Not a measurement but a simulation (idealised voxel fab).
The process module that follows is named voxel capacitor over wiring.
The cross-section shown here is cut; it is 165 nm wide and divided into square cells measuring 5 nm on a side.
Throughout this document, each cross-section is represented as a grid of square cells and is presented as a sequence of bands enumerated from the top downward, where a band comprises one or more rows of cells. Read a band's entry like this: the first values are the height of its top and the height of its bottom in nm, and what follows is the sequence of materials from left to right, each with its width in nm. Note that "air" is empty space, and that a single material marked "everywhere" reaches across the band from edge to edge. Heights from 0 (as-received wafer is one material below). Bottom band endless downward, as "0 nm and below". Think of "30..40" as a width that walks from the first number to the second as you go down the band, top row to bottom row, taking equal-sized steps from row to row. Reading "nothing different" for a step: not a cell of the cross-section changed in it. "Enclosed voids" enumerates empty spaces isolated from the top, with no open way to it, that contain at least 8 cells, giving each as width x height at distance from the left edge, all three in nm. Read whatever lies past the settings on a step's line as the simulator's own remark about the step. Among the settings permitted on a step's line is "overlay nm"; applied to a step with a mask, it specifies the extent to which the mask lay to the right of its planned position, whereas a negative figure signifies a position to the left.
Process steps foreseen in the plan:
1) RECEIVE [material Si]
2) CONFORMAL_DEP [material SiO2] [thk nm 15]
3) DIRECTIONAL_DEP [material TiN] [thk nm 5]
4) DIRECTIONAL_DEP [material W] [thk nm 15]
5) PATTERN [tone cover] [mask id METAL_1] [material resist] [width nm 30] [pitch nm 90] [thk nm 20] [overlay nm 0]
6) DIRECTIONAL_ETCH [etch materials W] [depth nm 15]
7) DIRECTIONAL_ETCH [etch materials TiN] [depth nm 5]
8) STRIP [etch materials resist]
9) CONFORMAL_DEP [material SiN] [thk nm 5]
10) FILL_DEP [material lowk] [thk nm 5]
11) CMP [height nm 35]
12) CONFORMAL_DEP [material SiCN] [thk nm 5]
13) DIRECTIONAL_DEP [material lowk] [thk nm 10]
14) PATTERN [tone open] [mask id PLUG_1] [material resist] [width nm 15] [thk nm 15] [overlay nm 0]
15) DIRECTIONAL_ETCH [etch materials lowk] [depth nm 10]
16) DIRECTIONAL_ETCH [etch materials SiCN] [depth nm 5]
17) STRIP [etch materials resist]
18) CONFORMAL_DEP [material TiN] [thk nm 5]
19) FILL_DEP [material Cu] [thk nm 5]
20) CMP [height nm 50]
21) DIRECTIONAL_DEP [material TiN] [thk nm 10]
22) DIRECTIONAL_DEP [material SiN] [thk nm 5]
23) DIRECTIONAL_DEP [material TiN] [thk nm 5]
24) MASKED_ETCH [tone cover] [mask id UPPER_PLATE] [width nm 65] [etch materials TiN] [depth nm 5] [overlay nm 0]
25) MASKED_ETCH [tone cover] [mask id UPPER_PLATE] [width nm 65] [etch materials SiN] [depth nm 5] [overlay nm 0]
26) DIRECTIONAL_DEP [material aC] [thk nm 10]
27) PATTERN [tone cover] [mask id LOWER_PLATE] [material resist] [width nm 75] [thk nm 30] [overlay nm 0]
28) DIRECTIONAL_ETCH [etch materials aC] [depth nm 10]
29) STRIP [etch materials resist]
30) DIRECTIONAL_ETCH [etch materials TiN] [depth nm 10]
31) STRIP [etch materials aC]
32) FILL_DEP [material SiO2] [thk nm 20]
33) CMP [height nm 85]
34) DIRECTIONAL_DEP [material aC] [thk nm 10]
35) PATTERN [tone open] [mask id PLUG_2] [material resist] [width nm 15] [thk nm 25] [overlay nm 0]
36) DIRECTIONAL_ETCH [etch materials aC] [depth nm 10]
37) STRIP [etch materials resist]
38) DIRECTIONAL_ETCH [etch materials SiO2] [depth nm 15]
39) STRIP [etch materials aC]
40) CONFORMAL_DEP [material TiN] [thk nm 5]
41) FILL_DEP [material Cu] [thk nm 10]
42) CMP [height nm 85]
43) CONFORMAL_DEP [material SiN] [thk nm 5]
Received-state cross-section, reflecting completion of step 1:
  0 nm and below | Si everywhere
  Enclosed voids: none
Sectioned view, first of two wafers, at the close of the module, processed as intended in the plan:
  90 nm to 85 nm | SiN everywhere
  85 nm to 75 nm | SiO2 45, then TiN 5, then Cu 5, then TiN 5, then SiO2 105
  75 nm to 65 nm | SiO2 45..35, then TiN 15..65, then SiO2 105..65
  65 nm to 60 nm | SiO2 35, then SiN 65, then SiO2 65
  60 nm to 50 nm | SiO2 30, then TiN 75, then SiO2 60
  50 nm to 40 nm | lowk 35, then TiN 5, then Cu 5, then TiN 5, then lowk 115
  40 nm to 35 nm | SiCN 35, then TiN 15, then SiCN 115
  35 nm to 20 nm | lowk 15, then SiN 5, then W 30, then SiN 5, then lowk 50, then SiN 5, then W 30, then SiN 5, then lowk 20
  20 nm to 15 nm | SiN 20, then TiN 30, then SiN 60, then TiN 30, then SiN 25
  15 nm to 0 nm | SiO2 everywhere
  0 nm and below | Si everywhere
  Enclosed voids: none
This is the second of the two wafers, cross-sectioned at the end of the module; it started exactly like the first and was given the same plan, but it was run with one mistake:
  90 nm to 85 nm | SiN everywhere
  85 nm to 75 nm | SiO2 45, then TiN 5, then Cu 5, then TiN 5, then SiO2 105
  75 nm to 65 nm | SiO2 45..35, then TiN 15..65, then SiO2 105..65
  65 nm to 60 nm | SiO2 35, then SiN 65, then SiO2 65
  60 nm to 50 nm | SiO2 30, then TiN 75, then SiO2 60
  50 nm to 40 nm | Cu 30, then TiN 5, then lowk 15, then TiN 5, then Cu 110
  40 nm to 35 nm | TiN 35, then SiCN 15, then TiN 115
  35 nm to 20 nm | lowk 15, then SiN 5, then W 30, then SiN 5, then lowk 50, then SiN 5, then W 30, then SiN 5, then lowk 20
  20 nm to 15 nm | SiN 20, then TiN 30, then SiN 60, then TiN 30, then SiN 25
  15 nm to 0 nm | SiO2 everywhere
  0 nm and below | Si everywhere
  Enclosed voids: none
Diagnosis: so step 14 ended up running with a different setting than we planned, it ran as PATTERN [tone cover] [mask id PLUG_1] [material resist] [width nm 15] [thk nm 15] [overlay nm 0]
Counted in cells at the end, the second wafer holds more or fewer of these materials than the first: 54 more of Cu, 27 fewer of SiCN, 27 more of TiN, 54 fewer of lowk
